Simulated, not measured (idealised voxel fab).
You're looking at the process module voxel capacitor over wiring.
Section cut is 300 nm wide and gridded with 5 nm square cells.
Notation: cross-section as square-cell grid; stated in bands, top first, going down; one or more cell rows per band.
In this notation a band is specified by the heights of its top and bottom, in that order and in nm, after which its materials appear from left to right, each paired with its width in nm. The word "all across" attached to a single material means that material fills the band from edge to edge; the word "empty" stands for empty space.
A quick word on heights: they are counted from 0, and under that level the wafer as it came to us is one material throughout. The lowest band is different from the rest in having no bottom; it simply continues downward, written as in "from 0 down".
Read "30..40" as a graded width: first number on top, second number at the bottom, same change between each pair of neighbouring rows.
Any step labelled "remained the same" changed none of the cells in the cross-section.
Reported under the label "Enclosed void listing" are the empty spaces having no open way to the top and comprising 8 cells or more; the notation for each is width x height at distance, in which the distance is measured from the left edge and all three values are in nm.
Where a step's line continues beyond its settings, the continuation is a remark by the simulator itself on that step.
Each step line may optionally specify "overlay nm", which for a step with a mask gives the rightward distance between the mask's planned place and where it lay, a negative value indicating the leftward direction.

Intended process steps:
- 1: RECEIVE,material Si
- 2: CONFORMAL_DEP,material SiO2,thk nm 10
- 3: CONFORMAL_DEP,material SiN,thk nm 5
- 4: DIRECTIONAL_DEP,material SiO2,thk nm 15
- 5: PATTERN,tone open,mask id METAL_1,material resist,width nm 25,pitch nm 90,thk nm 20,overlay nm 0
- 6: DIRECTIONAL_ETCH,etch materials SiO2,depth nm 15
- 7: DIRECTIONAL_ETCH,etch materials SiN,depth nm 5
- 8: STRIP,etch materials resist
- 9: CONFORMAL_DEP,material TiN,thk nm 5
- 10: FILL_DEP,material Cu,thk nm 5
- 11: CMP,height nm 30
- 12: CONFORMAL_DEP,material SiCN,thk nm 5
- 13: DIRECTIONAL_DEP,material lowk,thk nm 10
- 14: MASKED_ETCH,tone open,mask id PLUG_1,width nm 15,etch materials lowk,depth nm 10,overlay nm 0
- 15: MASKED_ETCH,tone open,mask id PLUG_1,width nm 15,etch materials SiCN,depth nm 5,overlay nm 0
- 16: EPI,material Ru,thk nm 10
- 17: EPI,material Ru,thk nm 5
- 18: DIRECTIONAL_DEP,material TiN,thk nm 5
- 19: DIRECTIONAL_DEP,material HfO2,thk nm 5
- 20: DIRECTIONAL_DEP,material TiN,thk nm 5
- 21: PATTERN,tone cover,mask id UPPER_PLATE,material resist,width nm 70,thk nm 15,overlay nm 0
- 22: DIRECTIONAL_ETCH,etch materials TiN,depth nm 5
- 23: DIRECTIONAL_ETCH,etch materials HfO2,depth nm 5
- 24: STRIP,etch materials resist
- 25: MASKED_ETCH,tone cover,mask id LOWER_PLATE,width nm 80,etch materials TiN,depth nm 5,overlay nm 0
- 26: FILL_DEP,material SiO2,thk nm 20
- 27: CMP,height nm 75
- 28: MASKED_ETCH,tone open,mask id PLUG_2,width nm 15,etch materials SiO2,depth nm 15,overlay nm 0
- 29: CONFORMAL_DEP,material TiN,thk nm 5
- 30: FILL_DEP,material Cu,thk nm 5
- 31: CMP,height nm 75
- 32: CONFORMAL_DEP,material SiN,thk nm 5

Cross-section of the wafer as it came to us, i.e., already through step 1:
- from 0 down = Si all across
- Enclosed void listing: none

First of two wafers, end-of-module section, run followed plan:
- from 80 to 75 = SiN all across
- from 75 to 65 = 110 SiO2 | 5 TiN | 5 Cu | 5 TiN | 175 SiO2
- from 65 to 55 = 110..100 SiO2 | 15..70 TiN | 175..130 SiO2
- from 55 to 50 = 100 SiO2 | 70 HfO2 | 130 SiO2
- from 50 to 45 = 95 SiO2 | 80 TiN | 125 SiO2
- from 45 to 35 = 100 lowk | 15 Ru | 185 lowk
- from 35 to 30 = 100 SiCN | 15 Ru | 185 SiCN
- from 30 to 15 = 90 SiO2 | 5 TiN | 15 Cu | 5 TiN | 65 SiO2 | 5 TiN | 15 Cu | 5 TiN | 95 SiO2
- from 15 to 10 = 90 SiN | 25 TiN | 65 SiN | 25 TiN | 95 SiN
- from 10 to 0 = SiO2 all across
- from 0 down = Si all across
- Enclosed void listing: none

So this is wafer number two of the two, cut at the end of the module - it started where the first did and had the same plan, we just got one thing wrong running it:
- from 80 to 75 = SiN all across
- from 75 to 65 = 110 SiO2 | 5 TiN | 5 Cu | 5 TiN | 175 SiO2
- from 65 to 55 = 110..100 SiO2 | 15..70 TiN | 175..130 SiO2
- from 55 to 50 = 100 SiO2 | 70 HfO2 | 130 SiO2
- from 50 to 45 = 95 SiO2 | 85 TiN | 120 SiO2
- from 45 to 35 = 100 lowk | 15 Ru | 185 lowk
- from 35 to 30 = 100 SiCN | 15 Ru | 185 SiCN
- from 30 to 15 = 90 SiO2 | 5 TiN | 15 Cu | 5 TiN | 65 SiO2 | 5 TiN | 15 Cu | 5 TiN | 95 SiO2
- from 15 to 10 = 90 SiN | 25 TiN | 65 SiN | 25 TiN | 95 SiN
- from 10 to 0 = SiO2 all across
- from 0 down = Si all across
- Enclosed void listing: none
Run error: step 25 was run on a setting that differed from the plan, and what really ran there is MASKED_ETCH,tone cover,mask id LOWER_PLATE,width nm 85,etch materials TiN,depth nm 5,overlay nm 0
Materials where the second wafer ends with more or fewer cells than the first: SiO2: 1 fewer; TiN: 1 more
